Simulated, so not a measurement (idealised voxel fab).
process module | voxel capacitor over wiring
cross-section cut | 215 nm wide | cells 5 nm
A cross-section is a grid of square cells, given in bands from the top down. A band is one or more rows of cells.
Each band's line starts with the height of the band's top and of its bottom, in nm. Then come its materials from left to right, each with its width in nm. One material with "throughout" fills the band from edge to edge. "air" is empty space.
Height 0 is the level under which the wafer as received is all one material. The lowest band goes on downwards, as in "0 down".
A width such as "30 to 40" changes by the same amount from each row of cells to the next, from the band's top row to its bottom row.
"no change" after a step means that no cell of the cross-section changed.
closed voids: empty space of 8 cells or more with no open way to the top, each as width x height at its distance from the left edge, in nm
after a step's settings: what the simulator itself notes on the step
overlay nm, on a step with a mask: how far to the right of its planned place the mask lay; to the left if negative
Each pair below shows a cross-section before one step and the cross-section after it, down to the lowest band that changed. The line under each pair gives the step between them, with its settings. The pairs can come from different runs of this module on the same starting wafer, so a pair continues from the pair above only where its "before" says so.
before
  30 to 15: W throughout
  15 to 10: TiN throughout
  10 to 0: SiO2 throughout
  0 down: Si throughout
  closed voids: none
after
  50 to 30: air 55 | resist 25 | air 70 | resist 25 | air 40
  below 30: unchanged
  closed voids: none
the step between: op PATTERN | tone cover | mask id METAL_1 | material resist | width nm 25 | pitch nm 95 | thk nm 20 | overlay nm 10
before: the cross-section after the pair above
after
  50 to 30: air 55 | resist 25 | air 70 | resist 25 | air 40
  30 to 15: air 55 | W 25 | air 70 | W 25 | air 40
  below 15: unchanged
  closed voids: none
the step between: op DIRECTIONAL_ETCH | etch materials W | depth nm 15
before: the cross-section after the pair above
after
  50 to 30: air 55 | resist 25 | air 70 | resist 25 | air 40
  30 to 15: air 55 | W 25 | air 70 | W 25 | air 40
  15 to 10: air 55 | TiN 25 | air 70 | TiN 25 | air 40
  below 10: unchanged
  closed voids: none
the step between: op DIRECTIONAL_ETCH | etch materials TiN | depth nm 5
before: the cross-section after the pair above
after
  30 to 15: air 55 | W 25 | air 70 | W 25 | air 40
  below 15: unchanged
  closed voids: none
the step between: op STRIP | etch materials resist
before: the cross-section after the pair above
after
  35 to 30: air 50 | SiN 35 | air 60 | SiN 35 | air 35
  30 to 15: air 50 | SiN 5 | W 25 | SiN 5 | air 60 | SiN 5 | W 25 | SiN 5 | air 35
  15 to 10: SiN 55 | TiN 25 | SiN 70 | TiN 25 | SiN 40
  below 10: unchanged
  closed voids: none
the step between: op CONFORMAL_DEP | material SiN | thk nm 5
before: the cross-section after the pair above
after
  40 to 35: lowk throughout
  35 to 30: lowk 50 | SiN 35 | lowk 60 | SiN 35 | lowk 35
  30 to 15: lowk 50 | SiN 5 | W 25 | SiN 5 | lowk 60 | SiN 5 | W 25 | SiN 5 | lowk 35
  below 15: unchanged
  closed voids: none
the step between: op FILL_DEP | material lowk | thk nm 5
before: the cross-section after the pair above
after
  30 to 15: lowk 50 | SiN 5 | W 25 | SiN 5 | lowk 60 | SiN 5 | W 25 | SiN 5 | lowk 35
  below 15: unchanged
  closed voids: none
the step between: op CMP | height nm 30
before: the cross-section after the pair above
after
  35 to 30: SiCN throughout
  below 30: unchanged
  closed voids: none
the step between: op CONFORMAL_DEP | material SiCN | thk nm 5
before: the cross-section after the pair above
after
  45 to 35: lowk throughout
  below 35: unchanged
  closed voids: none
the step between: op DIRECTIONAL_DEP | material lowk | thk nm 10
before: the cross-section after the pair above
after
  65 to 45: resist 55 | air 15 | resist 145
  below 45: unchanged
  closed voids: none
the step between: op PATTERN | tone open | mask id PLUG_1 | material resist | width nm 15 | thk nm 20 | overlay nm 0
before: the cross-section after the pair above
after
  65 to 45: resist 55 | air 15 | resist 145
  45 to 35: lowk 55 | air 15 | lowk 145
  below 35: unchanged
  closed voids: none
the step between: op DIRECTIONAL_ETCH | etch materials lowk | depth nm 10
before: the cross-section after the pair above
after
  65 to 45: resist 55 | air 15 | resist 145
  45 to 35: lowk 55 | air 15 | lowk 145
  35 to 30: SiCN 55 | air 15 | SiCN 145
  below 30: unchanged
  closed voids: none
the step between: op DIRECTIONAL_ETCH | etch materials SiCN | depth nm 5
before: the cross-section after the pair above
after
  45 to 35: lowk 55 | air 15 | lowk 145
  below 35: unchanged
  closed voids: none
the step between: op STRIP | etch materials resist
before: the cross-section after the pair above
after
  50 to 45: TiN 60 | air 5 | TiN 150
  45 to 35: lowk 55 | TiN 5 | air 5 | TiN 5 | lowk 145
  35 to 30: SiCN 55 | TiN 15 | SiCN 145
  below 30: unchanged
  closed voids: none
the step between: op CONFORMAL_DEP | material TiN | thk nm 5
before: the cross-section after the pair above
after
  60 to 50: Ru throughout
  50 to 45: TiN 60 | Ru 5 | TiN 150
  45 to 35: lowk 55 | TiN 5 | Ru 5 | TiN 5 | lowk 145
  below 35: unchanged
  closed voids: none
the step between: op FILL_DEP | material Ru | thk nm 10
before: the cross-section after the pair above
after
  45 to 35: lowk 55 | TiN 5 | Ru 5 | TiN 5 | lowk 145
  below 35: unchanged
  closed voids: none
the step between: op CMP | height nm 45
before: the cross-section after the pair above
after
  55 to 45: TiN throughout
  below 45: unchanged
  closed voids: none
the step between: op DIRECTIONAL_DEP | material TiN | thk nm 10
before: the cross-section after the pair above
after
  60 to 55: SiN throughout
  below 55: unchanged
  closed voids: none
the step between: op DIRECTIONAL_DEP | material SiN | thk nm 5
before: the cross-section after the pair above
after
  65 to 60: TiN throughout
  below 60: unchanged
  closed voids: none
the step between: op DIRECTIONAL_DEP | material TiN | thk nm 5
before: the cross-section after the pair above
after
  65 to 60: air 55 | TiN 75 | air 85
  below 60: unchanged
  closed voids: none
the step between: op MASKED_ETCH | tone cover | mask id UPPER_PLATE | width nm 75 | etch materials TiN | depth nm 5 | overlay nm 0
before: the cross-section after the pair above
after
  65 to 60: air 55 | TiN 75 | air 85
  60 to 55: air 55 | SiN 75 | air 85
  below 55: unchanged
  closed voids: none
the step between: op MASKED_ETCH | tone cover | mask id UPPER_PLATE | width nm 75 | etch materials SiN | depth nm 5 | overlay nm 0
before: the cross-section after the pair above
after
  75 to 65: air 55 | aC 75 | air 85
  65 to 60: aC 55 | TiN 75 | aC 85
  60 to 55: aC 55 | SiN 75 | aC 85
  below 55: unchanged
  closed voids: none
the step between: op DIRECTIONAL_DEP | material aC | thk nm 10
before: the cross-section after the pair above
after
  105 to 75: air 50 | resist 85 | air 80
  75 to 65: air 50 | resist 5 | aC 75 | resist 5 | air 80
  below 65: unchanged
  closed voids: none
the step between: op PATTERN | tone cover | mask id LOWER_PLATE | material resist | width nm 85 | thk nm 30 | overlay nm 0
before: the cross-section after the pair above
after
  95 to 75: air 50 | resist 85 | air 80
  75 to 65: air 50 | resist 5 | aC 75 | resist 5 | air 80
  65 to 60: air 50 | aC 5 | TiN 75 | aC 5 | air 80
  60 to 55: air 50 | aC 5 | SiN 75 | aC 5 | air 80
  below 55: unchanged
  closed voids: none
the step between: op DIRECTIONAL_ETCH | etch materials aC | depth nm 10
before: the cross-section after the pair above
after
  75 to 65: air 55 | aC 75 | air 85
  below 65: unchanged
  closed voids: none
the step between: op STRIP | etch materials resist
before: the cross-section after the pair above
after
  75 to 65: air 55 | aC 75 | air 85
  65 to 60: air 50 | aC 5 | TiN 75 | aC 5 | air 80
  60 to 55: air 50 | aC 5 | SiN 75 | aC 5 | air 80
  55 to 45: air 50 | TiN 85 | air 80
  below 45: unchanged
  closed voids: none
the step between: op DIRECTIONAL_ETCH | etch materials TiN | depth nm 10
before: the cross-section after the pair above
after
  65 to 60: air 55 | TiN 75 | air 85
  60 to 55: air 55 | SiN 75 | air 85
  below 55: unchanged
  closed voids: none
the step between: op STRIP | etch materials aC
before: the cross-section after the pair above
after
  80 to 65: SiO2 throughout
  65 to 60: SiO2 55 | TiN 75 | SiO2 85
  60 to 55: SiO2 55 | SiN 75 | SiO2 85
  55 to 45: SiO2 50 | TiN 85 | SiO2 80
  below 45: unchanged
  closed voids: none
the step between: op FILL_DEP | material SiO2 | thk nm 15
before: the cross-section after the pair above
after
  75 to 65: SiO2 throughout
  below 65: unchanged
  closed voids: none
the step between: op CMP | height nm 75
before: the cross-section after the pair above
after
  95 to 75: resist 65 | air 15 | resist 135
  below 75: unchanged
  closed voids: none
the step between: op PATTERN | tone open | mask id PLUG_2 | material resist | width nm 15 | thk nm 20 | overlay nm 0
before: the cross-section after the pair above
after
  95 to 75: resist 65 | air 15 | resist 135
  75 to 65: SiO2 65 | air 15 | SiO2 135
  below 65: unchanged
  closed voids: none
the step between: op DIRECTIONAL_ETCH | etch materials SiO2 | depth nm 10
before: the cross-section after the pair above
after
  75 to 65: SiO2 65 | air 15 | SiO2 135
  below 65: unchanged
  closed voids: none
the step between: op STRIP | etch materials resist
before: the cross-section after the pair above
after
  80 to 75: TiN 70 | air 5 | TiN 140
  75 to 70: SiO2 65 | TiN 5 | air 5 | TiN 5 | SiO2 135
  70 to 60: SiO2 65 to 55 | TiN 15 to 75 | SiO2 135 to 85
  below 60: unchanged
  closed voids: none
the step between: op CONFORMAL_DEP | material TiN | thk nm 5
before: the cross-section after the pair above
after
  85 to 80: Ru throughout
  80 to 75: TiN 70 | Ru 5 | TiN 140
  75 to 70: SiO2 65 | TiN 5 | Ru 5 | TiN 5 | SiO2 135
  below 70: unchanged
  closed voids: none
the step between: op FILL_DEP | material Ru | thk nm 5
before: the cross-section after the pair above
after
  75 to 70: SiO2 65 | TiN 5 | Ru 5 | TiN 5 | SiO2 135
  below 70: unchanged
  closed voids: none
the step between: op CMP | height nm 75
before: the cross-section after the pair above
after
  80 to 75: SiCN throughout
  below 75: unchanged
  closed voids: none
the step between: op CONFORMAL_DEP | material SiCN | thk nm 5
before
  50 to 45: TiN 60 | air 5 | TiN 150
  45 to 35: lowk 55 | TiN 5 | air 5 | TiN 5 | lowk 145
  35 to 30: SiCN 55 | TiN 15 | SiCN 145
  30 to 15: lowk 40 | SiN 5 | W 25 | SiN 5 | lowk 60 | SiN 5 | W 25 | SiN 5 | lowk 45
  15 to 10: SiN 45 | TiN 25 | SiN 70 | TiN 25 | SiN 50
  10 to 0: SiO2 throughout
  0 down: Si throughout
  closed voids: none
after
  60 to 50: W throughout
  50 to 45: TiN 60 | W 5 | TiN 150
  45 to 35: lowk 55 | TiN 5 | W 5 | TiN 5 | lowk 145
  below 35: unchanged
  closed voids: none
the step between: op FILL_DEP | material W | thk nm 10
before: the cross-section after the pair above
after
  45 to 35: lowk 55 | TiN 5 | W 5 | TiN 5 | lowk 145
  below 35: unchanged
  closed voids: none
the step between: op CMP | height nm 45
before: the cross-section after the pair above
after
  55 to 45: TiN throughout
  below 45: unchanged
  closed voids: none
the step between: op DIRECTIONAL_DEP | material TiN | thk nm 10
before: the cross-section after the pair above
after
  60 to 55: SiN throughout
  below 55: unchanged
  closed voids: none
the step between: op DIRECTIONAL_DEP | material SiN | thk nm 5
before: the cross-section after the pair above
after
  65 to 60: TiN throughout
  below 60: unchanged
  closed voids: none
the step between: op DIRECTIONAL_DEP | material TiN | thk nm 5
before: the cross-section after the pair above
after
  65 to 60: air 55 | TiN 75 | air 85
  below 60: unchanged
  closed voids: none
the step between: op MASKED_ETCH | tone cover | mask id UPPER_PLATE | width nm 75 | etch materials TiN | depth nm 5 | overlay nm 0
before: the cross-section after the pair above
after
  65 to 60: air 55 | TiN 75 | air 85
  60 to 55: air 55 | SiN 75 | air 85
  below 55: unchanged
  closed voids: none
the step between: op MASKED_ETCH | tone cover | mask id UPPER_PLATE | width nm 75 | etch materials SiN | depth nm 5 | overlay nm 0
before: the cross-section after the pair above
after
  75 to 65: air 55 | aC 75 | air 85
  65 to 60: aC 55 | TiN 75 | aC 85
  60 to 55: aC 55 | SiN 75 | aC 85
  below 55: unchanged
  closed voids: none
the step between: op DIRECTIONAL_DEP | material aC | thk nm 10
before: the cross-section after the pair above
after
  105 to 75: air 50 | resist 85 | air 80
  75 to 65: air 50 | resist 5 | aC 75 | resist 5 | air 80
  below 65: unchanged
  closed voids: none
the step between: op PATTERN | tone cover | mask id LOWER_PLATE | material resist | width nm 85 | thk nm 30 | overlay nm 0
before: the cross-section after the pair above
after
  95 to 75: air 50 | resist 85 | air 80
  75 to 65: air 50 | resist 5 | aC 75 | resist 5 | air 80
  65 to 60: air 50 | aC 5 | TiN 75 | aC 5 | air 80
  60 to 55: air 50 | aC 5 | SiN 75 | aC 5 | air 80
  below 55: unchanged
  closed voids: none
the step between: op DIRECTIONAL_ETCH | etch materials aC | depth nm 10
before: the cross-section after the pair above
after
  75 to 65: air 55 | aC 75 | air 85
  below 65: unchanged
  closed voids: none
the step between: op STRIP | etch materials resist
before: the cross-section after the pair above
after
  75 to 65: air 55 | aC 75 | air 85
  65 to 60: air 50 | aC 5 | TiN 75 | aC 5 | air 80
  60 to 55: air 50 | aC 5 | SiN 75 | aC 5 | air 80
  55 to 45: air 50 | TiN 85 | air 80
  below 45: unchanged
  closed voids: none
the step between: op DIRECTIONAL_ETCH | etch materials TiN | depth nm 10
before: the cross-section after the pair above
after
  65 to 60: air 55 | TiN 75 | air 85
  60 to 55: air 55 | SiN 75 | air 85
  below 55: unchanged
  closed voids: none
the step between: op STRIP | etch materials aC
before: the cross-section after the pair above
after
  80 to 65: SiO2 throughout
  65 to 60: SiO2 55 | TiN 75 | SiO2 85
  60 to 55: SiO2 55 | SiN 75 | SiO2 85
  55 to 45: SiO2 50 | TiN 85 | SiO2 80
  below 45: unchanged
  closed voids: none
the step between: op FILL_DEP | material SiO2 | thk nm 15
before: the cross-section after the pair above
after
  75 to 65: SiO2 throughout
  below 65: unchanged
  closed voids: none
the step between: op CMP | height nm 75
before: the cross-section after the pair above
after
  95 to 75: resist 65 | air 15 | resist 135
  below 75: unchanged
  closed voids: none
the step between: op PATTERN | tone open | mask id PLUG_2 | material resist | width nm 15 | thk nm 20 | overlay nm 0
before: the cross-section after the pair above
after
  95 to 75: resist 65 | air 15 | resist 135
  75 to 65: SiO2 65 | air 15 | SiO2 135
  below 65: unchanged
  closed voids: none
the step between: op DIRECTIONAL_ETCH | etch materials SiO2 | depth nm 10
before: the cross-section after the pair above
after
  75 to 65: SiO2 65 | air 15 | SiO2 135
  below 65: unchanged
  closed voids: none
the step between: op STRIP | etch materials resist
before: the cross-section after the pair above
after
  80 to 75: TiN 70 | air 5 | TiN 140
  75 to 70: SiO2 65 | TiN 5 | air 5 | TiN 5 | SiO2 135
  70 to 60: SiO2 65 to 55 | TiN 15 to 75 | SiO2 135 to 85
  below 60: unchanged
  closed voids: none
the step between: op CONFORMAL_DEP | material TiN | thk nm 5
before: the cross-section after the pair above
after
  85 to 80: Ru throughout
  80 to 75: TiN 70 | Ru 5 | TiN 140
  75 to 70: SiO2 65 | TiN 5 | Ru 5 | TiN 5 | SiO2 135
  below 70: unchanged
  closed voids: none
the step between: op FILL_DEP | material Ru | thk nm 5
before: the cross-section after the pair above
after
  75 to 70: SiO2 65 | TiN 5 | Ru 5 | TiN 5 | SiO2 135
  below 70: unchanged
  closed voids: none
the step between: op CMP | height nm 75
before: the cross-section after the pair above
after
  80 to 75: SiCN throughout
  below 75: unchanged
  closed voids: none
the step between: op CONFORMAL_DEP | material SiCN | thk nm 5
before
  75 to 65: air 55 | aC 75 | air 85
  65 to 60: aC 55 | TiN 75 | aC 85
  60 to 55: aC 55 | SiN 75 | aC 85
  55 to 45: TiN throughout
  45 to 35: lowk 55 | TiN 5 | Ru 5 | TiN 5 | lowk 145
  35 to 30: SiCN 55 | TiN 15 | SiCN 145
  30 to 15: lowk 40 | SiN 5 | W 25 | SiN 5 | lowk 60 | SiN 5 | W 25 | SiN 5 | lowk 45
  15 to 10: SiN 45 | TiN 25 | SiN 70 | TiN 25 | SiN 50
  10 to 0: SiO2 throughout
  0 down: Si throughout
  closed voids: none
after
  105 to 75: resist 50 | air 85 | resist 80
  75 to 65: resist 50 | air 5 | aC 75 | air 5 | resist 80
  below 65: unchanged
  closed voids: none
the step between: op PATTERN | tone open | mask id LOWER_PLATE | material resist | width nm 85 | thk nm 30 | overlay nm 0
before: the cross-section after the pair above
after
  95 to 65: resist 50 | air 85 | resist 80
  65 to 60: aC 50 | air 5 | TiN 75 | air 5 | aC 80
  60 to 55: aC 50 | air 5 | SiN 75 | air 5 | aC 80
  below 55: unchanged
  closed voids: none
the step between: op DIRECTIONAL_ETCH | etch materials aC | depth nm 10
before: the cross-section after the pair above
after
  65 to 60: aC 50 | air 5 | TiN 75 | air 5 | aC 80
  below 60: unchanged
  closed voids: none
the step between: op STRIP | etch materials resist
before: the cross-section after the pair above
after
  65 to 60: aC 50 | air 85 | aC 80
  60 to 55: aC 50 | air 5 | SiN 75 | air 5 | aC 80
  55 to 45: TiN 50 | air 5 | TiN 75 | air 5 | TiN 80
  below 45: unchanged
  closed voids: none
the step between: op DIRECTIONAL_ETCH | etch materials TiN | depth nm 10
before: the cross-section after the pair above
after
  60 to 55: air 55 | SiN 75 | air 85
  below 55: unchanged
  closed voids: none
the step between: op STRIP | etch materials aC
before: the cross-section after the pair above
after
  75 to 60: SiO2 throughout
  60 to 55: SiO2 55 | SiN 75 | SiO2 85
  55 to 45: TiN 50 | SiO2 5 | TiN 75 | SiO2 5 | TiN 80
  below 45: unchanged
  closed voids: none
the step between: op FILL_DEP | material SiO2 | thk nm 15
before: the cross-section after the pair above
after
  95 to 75: resist 65 | air 15 | resist 135
  below 75: unchanged
  closed voids: none
the step between: op PATTERN | tone open | mask id PLUG_2 | material resist | width nm 15 | thk nm 20 | overlay nm 0
before: the cross-section after the pair above
after
  95 to 75: resist 65 | air 15 | resist 135
  75 to 65: SiO2 65 | air 15 | SiO2 135
  below 65: unchanged
  closed voids: none
the step between: op DIRECTIONAL_ETCH | etch materials SiO2 | depth nm 10
before: the cross-section after the pair above
after
  75 to 65: SiO2 65 | air 15 | SiO2 135
  below 65: unchanged
  closed voids: none
the step between: op STRIP | etch materials resist
before: the cross-section after the pair above
after
  80 to 75: TiN 70 | air 5 | TiN 140
  75 to 70: SiO2 65 | TiN 5 | air 5 | TiN 5 | SiO2 135
  70 to 65: SiO2 65 | TiN 15 | SiO2 135
  below 65: unchanged
  closed voids: none
the step between: op CONFORMAL_DEP | material TiN | thk nm 5
before: the cross-section after the pair above
after
  85 to 80: Ru throughout
  80 to 75: TiN 70 | Ru 5 | TiN 140
  75 to 70: SiO2 65 | TiN 5 | Ru 5 | TiN 5 | SiO2 135
  below 70: unchanged
  closed voids: none
the step between: op FILL_DEP | material Ru | thk nm 5
before: the cross-section after the pair above
after
  75 to 70: SiO2 65 | TiN 5 | Ru 5 | TiN 5 | SiO2 135
  below 70: unchanged
  closed voids: none
the step between: op CMP | height nm 75
before: the cross-section after the pair above
after
  80 to 75: SiCN throughout
  below 75: unchanged
  closed voids: none
the step between: op CONFORMAL_DEP | material SiCN | thk nm 5
